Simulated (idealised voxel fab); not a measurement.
Module name: voxel self aligned vias (process module)
Xsec cut, 255 nm wide, square cell size 5 nm.
If you're reading a cross-section in this doc, picture square cells in a grid; it comes to you as bands, top ones listed first down to the bottom, and a band can be one or more rows of cells. Heights first: top, then bottom, in nm. Then materials, left to right, each with a width in nm. "all across" on a single material: fills the band edge to edge. "blank": empty space. Convention: height 0 is the level below which the wafer, as received, is all one material. The lowest band does not terminate at the bottom but continues downward, represented as "0 nm and below". Read "30 to 40" as a graded width: first number on top, second number at the bottom, same change between each pair of neighbouring rows. "nothing changed" for a step: no cell of the cross-section changed in that step. "Enclosed cavity list" contains a list of empty spaces, each no smaller than 8 cells and without an open way to the top, written in the form width x height at distance with the distance from the left edge and all three in nm. If you see something after the settings on a step's line, that's the simulator's own remark about that step. When a step includes a mask, the "overlay nm" setting on its line states how far to the right of its planned place that mask lay, and negative values state how far to the left.
-- These are the steps we planned for the process
1) RECEIVE (material Si)
2) CONFORMAL_DEP (material SiO2; thk nm 10)
3) CONFORMAL_DEP (material SiCN; thk nm 5)
4) DIRECTIONAL_DEP (material lowk; thk nm 20)
5) MASKED_ETCH (tone open; mask id LINES; width nm 20; pitch nm 55; etch materials lowk; depth nm 20; overlay nm 0)
6) CONFORMAL_DEP (material TiN; thk nm 5)
7) FILL_DEP (material W; thk nm 5)
8) CMP (height nm 35)
9) SELECTIVE_ETCH (etch materials W Ru TiN; depth nm 5)
10) FILL_DEP (material SiN; thk nm 10)
11) CMP (height nm 35)
12) DIRECTIONAL_DEP (material lowk; thk nm 20)
13) PATTERN (tone open; mask id VIAS; material resist; width nm 40; pitch nm 55; thk nm 20; overlay nm -15)
14) DIRECTIONAL_ETCH (etch materials lowk; depth nm 20)
15) DIRECTIONAL_ETCH (etch materials SiN; depth nm 5)
16) STRIP (etch materials resist)
17) CONFORMAL_DEP (material TiN; thk nm 5)
18) FILL_DEP (material Ru; thk nm 10)
19) CMP (height nm 55)
20) CONFORMAL_DEP (material SiCN; thk nm 5)
Wafer-to-wafer difference: overlay nm, step 13. Common start. Plan = first wafer's value.
-- Received condition of the first of several wafers, sectioned: post-step 1
	0 nm and below  Si all across
	Enclosed cavity list: none
-- Cross-section after step 20, the final step of the module, for the first of several wafers
	60 nm to 55 nm  SiCN all across
	55 nm to 40 nm  lowk: 35; TiN: 5; Ru: 30; TiN: 5; lowk: 15; TiN: 5; Ru: 30; TiN: 5; lowk: 15; TiN: 5; Ru: 30; TiN: 5; lowk: 70
	40 nm to 35 nm  lowk: 35; TiN: 30; Ru: 5; TiN: 5; lowk: 15; TiN: 30; Ru: 5; TiN: 5; lowk: 15; TiN: 30; Ru: 5; TiN: 5; lowk: 70
	35 nm to 30 nm  lowk: 60; TiN: 15; SiN: 5; lowk: 35; TiN: 15; SiN: 5; lowk: 35; TiN: 15; SiN: 5; lowk: 65
	30 nm to 20 nm  lowk: 60; TiN: 5; W: 10; TiN: 5; lowk: 35; TiN: 5; W: 10; TiN: 5; lowk: 35; TiN: 5; W: 10; TiN: 5; lowk: 65
	20 nm to 15 nm  lowk: 60; TiN: 20; lowk: 35; TiN: 20; lowk: 35; TiN: 20; lowk: 65
	15 nm to 10 nm  SiCN all across
	10 nm to 0 nm  SiO2 all across
	0 nm and below  Si all across
	Enclosed cavity list: none
-- Last wafer x-sec, end of module
	60 nm to 55 nm  SiCN all across
	55 nm to 40 nm  lowk: 65; TiN: 5; Ru: 30; TiN: 5; lowk: 15; TiN: 5; Ru: 30; TiN: 5; lowk: 15; TiN: 5; Ru: 30; TiN: 5; lowk: 40
	40 nm to 35 nm  lowk: 65; TiN: 5; Ru: 5; TiN: 30; lowk: 15; TiN: 5; Ru: 5; TiN: 30; lowk: 15; TiN: 5; Ru: 5; TiN: 30; lowk: 40
	35 nm to 30 nm  lowk: 60; SiN: 5; TiN: 15; lowk: 35; SiN: 5; TiN: 15; lowk: 35; SiN: 5; TiN: 15; lowk: 65
	30 nm to 20 nm  lowk: 60; TiN: 5; W: 10; TiN: 5; lowk: 35; TiN: 5; W: 10; TiN: 5; lowk: 35; TiN: 5; W: 10; TiN: 5; lowk: 65
	20 nm to 15 nm  lowk: 60; TiN: 20; lowk: 35; TiN: 20; lowk: 35; TiN: 20; lowk: 65
	15 nm to 10 nm  SiCN all across
	10 nm to 0 nm  SiO2 all across
	0 nm and below  Si all across
	Enclosed cavity list: none
-- wafer rows; end of module; cells per material since receipt: (+) gained, (-) lost; then closed voids
overlay nm -15 | +57 Ru | +102 SiCN | +3 SiN | +102 SiO2 | +72 TiN | +12 W | +264 lowk | Enclosed cavity list: none
overlay nm -10 | +60 Ru | +102 SiCN | +102 SiO2 | +72 TiN | +12 W | +264 lowk | Enclosed cavity list: none
overlay nm -5 | +60 Ru | +102 SiCN | +102 SiO2 | +72 TiN | +12 W | +264 lowk | Enclosed cavity list: none
overlay nm 0 | +60 Ru | +102 SiCN | +102 SiO2 | +72 TiN | +12 W | +264 lowk | Enclosed cavity list: none
overlay nm 5 | +60 Ru | +102 SiCN | +102 SiO2 | +72 TiN | +12 W | +264 lowk | Enclosed cavity list: none
overlay nm 10 | +60 Ru | +102 SiCN | +102 SiO2 | +72 TiN | +12 W | +264 lowk | Enclosed cavity list: none
overlay nm 15 | +57 Ru | +102 SiCN | +3 SiN | +102 SiO2 | +72 TiN | +12 W | +264 lowk | Enclosed cavity list: none
